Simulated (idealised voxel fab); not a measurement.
process module | voxel trench capacitor
cross-section cut | 235 nm wide | cells 5 nm
A cross-section is a grid of square cells, given in bands from the top down. A band is one or more rows of cells.
Each band's line starts with the height of the band's top and of its bottom, in nm. Then come its materials from left to right, each with its width in nm. One material with "throughout" fills the band from edge to edge. "air" is empty space.
Height 0 is the level under which the wafer as received is all one material. The lowest band goes on downwards, as in "0 down".
A width such as "30 to 40" changes by the same amount from each row of cells to the next, from the band's top row to its bottom row.
"no change" after a step means that no cell of the cross-section changed.
closed voids: empty space of 8 cells or more with no open way to the top, each as width x height at its distance from the left edge, in nm
after a step's settings: what the simulator itself notes on the step
overlay nm, on a step with a mask: how far to the right of its planned place the mask lay; to the left if negative
plan
1 op RECEIVE | material Si
2 op CONFORMAL_DEP | material SiN | thk nm 5
3 op MASKED_ETCH | tone open | mask id TRENCH | width nm 25 | pitch nm 40 | etch materials SiN | depth nm 5 | overlay nm 0
4 op MASKED_ETCH | tone open | mask id TRENCH | width nm 25 | pitch nm 40 | etch materials Si | depth nm 35 | overlay nm 0
5 op CONFORMAL_DEP | material HfO2 | thk nm 5
6 op CONFORMAL_DEP | material TiN | thk nm 5
7 op FILL_DEP | material W | thk nm 10
8 op CMP | height nm 5
as received, after step 1
  0 down: Si throughout
  closed voids: none
first wafer at the end, as planned
  5 to 0: SiN 65 | HfO2 5 | TiN 5 | W 5 | TiN 5 | HfO2 5 | SiN 15 | HfO2 5 | TiN 5 | W 5 | TiN 5 | HfO2 5 | SiN 15 | HfO2 5 | TiN 5 | W 5 | TiN 5 | HfO2 5 | SiN 65
  0 to -25: Si 65 | HfO2 5 | TiN 5 | W 5 | TiN 5 | HfO2 5 | Si 15 | HfO2 5 | TiN 5 | W 5 | TiN 5 | HfO2 5 | Si 15 | HfO2 5 | TiN 5 | W 5 | TiN 5 | HfO2 5 | Si 65
  -25 to -30: Si 65 | HfO2 5 | TiN 15 | HfO2 5 | Si 15 | HfO2 5 | TiN 15 | HfO2 5 | Si 15 | HfO2 5 | TiN 15 | HfO2 5 | Si 65
  -30 to -35: Si 65 | HfO2 25 | Si 15 | HfO2 25 | Si 15 | HfO2 25 | Si 65
  -35 down: Si throughout
  closed voids: none
second wafer at the end: like start, like plan, one mistake
  5 to 0: SiN 65 | TiN 5 | HfO2 5 | W 5 | HfO2 5 | TiN 5 | SiN 15 | TiN 5 | HfO2 5 | W 5 | HfO2 5 | TiN 5 | SiN 15 | TiN 5 | HfO2 5 | W 5 | HfO2 5 | TiN 5 | SiN 65
  0 to -25: Si 65 | TiN 5 | HfO2 5 | W 5 | HfO2 5 | TiN 5 | Si 15 | TiN 5 | HfO2 5 | W 5 | HfO2 5 | TiN 5 | Si 15 | TiN 5 | HfO2 5 | W 5 | HfO2 5 | TiN 5 | Si 65
  -25 to -30: Si 65 | TiN 5 | HfO2 15 | TiN 5 | Si 15 | TiN 5 | HfO2 15 | TiN 5 | Si 15 | TiN 5 | HfO2 15 | TiN 5 | Si 65
  -30 to -35: Si 65 | TiN 25 | Si 15 | TiN 25 | Si 15 | TiN 25 | Si 65
  -35 down: Si throughout
  closed voids: none
what went wrong: steps 5 and 6 were swapped
at the end the second wafer has, in cells: 12 fewer of HfO2 | 12 more of TiN
